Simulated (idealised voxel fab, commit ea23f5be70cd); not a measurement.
process module | voxel ribs on slabs
Cross-section cut: width 265 nm, square cells of 5 nm.
Format of a cross-section: grid, square cells. Given as bands. Order: top down. Band: one or more rows of cells. Within each band entry, the heights of the top and of the bottom of the band appear first, in that order and in nm; the materials of the band then follow from left to right, each with its corresponding width in nm. The designation "all across" on a single material indicates that it fills the band from edge to edge; the designation "empty" indicates empty space. Basically, 0 is our baseline, since under it the wafer straight out of the box is all one material. The bottom band has no lower end and keeps on going down, so it looks like "top 0, no bottom". Graded width ("30->40"): value in top row of band = first number; value in bottom row = second number; row-to-row change constant. The cross-section has no changed cell in any step marked "nothing altered". Each empty space that has no open way to the top and spans at least 8 cells appears under "Unvented voids" as width x height at distance, the distance counted from the left edge, all in nm. Whatever follows a step's settings on its line is a remark the simulator itself makes about that step. overlay nm: how far to the right of its planned place the mask lay on this masked step (negative: to the left).
These are the steps we planned for the process:
1) RECEIVE: material Si
2) DIRECTIONAL_DEP: material SiO2, thk nm 25
3) DIRECTIONAL_DEP: material polySi, thk nm 15
4) DIRECTIONAL_DEP: material aC, thk nm 15
5) PATTERN: tone cover, mask id RIB, material resist, width nm 20, thk nm 30, overlay nm 0
6) DIRECTIONAL_ETCH: etch materials aC, depth nm 15
7) STRIP: etch materials resist
8) DIRECTIONAL_ETCH: etch materials polySi, depth nm 5
9) STRIP: etch materials aC
10) DIRECTIONAL_DEP: material aC, thk nm 10
11) PATTERN: tone cover, mask id SLAB, material resist, width nm 50, thk nm 25, overlay nm 0
12) DIRECTIONAL_ETCH: etch materials aC, depth nm 10
13) STRIP: etch materials resist
14) DIRECTIONAL_ETCH: etch materials polySi, depth nm 10
15) STRIP: etch materials aC
16) FILL_DEP: material SiO2, thk nm 30
17) CMP: height nm 60
18) DIRECTIONAL_DEP: material W, thk nm 10
19) MASKED_ETCH: tone cover, mask id HEATER, width nm 30, etch materials W, depth nm 10, overlay nm 0
20) CONFORMAL_DEP: material SiO2, thk nm 10
What sets these wafers apart? The depth nm at step 8. They all start alike, and the plan carries the first wafer's value.
Sectional view: first of several wafers, as received, after step 1:
> top 0, no bottom | Si all across
> Unvented voids: none
Cross-section after step 20, the final step of the module, for the first of several wafers:
> top 80, bottom 70 | empty 105, then SiO2 50, then empty 110
> top 70, bottom 60 | SiO2 115, then W 30, then SiO2 120
> top 60, bottom 40 | SiO2 all across
> top 40, bottom 35 | SiO2 120, then polySi 20, then SiO2 125
> top 35, bottom 25 | SiO2 105, then polySi 50, then SiO2 110
> top 25, bottom 0 | SiO2 all across
> top 0, no bottom | Si all across
> Unvented voids: none
A cross-section through the last wafer at the close of the module:
> top 80, bottom 70 | empty 105, then SiO2 50, then empty 110
> top 70, bottom 60 | SiO2 115, then W 30, then SiO2 120
> top 60, bottom 40 | SiO2 all across
> top 40, bottom 25 | SiO2 120, then polySi 20, then SiO2 125
> top 25, bottom 0 | SiO2 all across
> top 0, no bottom | Si all across
> Unvented voids: none
Here is how to read the rows: every wafer has a row, and it shows the wafer at the end of the module, giving for each material how many cells were gained (+) or lost (-) since the wafer was received, then listing its closed voids:
depth nm 5; +726 SiO2; +12 W; +24 polySi; Unvented voids: none
depth nm 10; +732 SiO2; +12 W; +18 polySi; Unvented voids: none
depth nm 15; +738 SiO2; +12 W; +12 polySi; Unvented voids: none
depth nm 20; +738 SiO2; +12 W; +12 polySi; Unvented voids: none
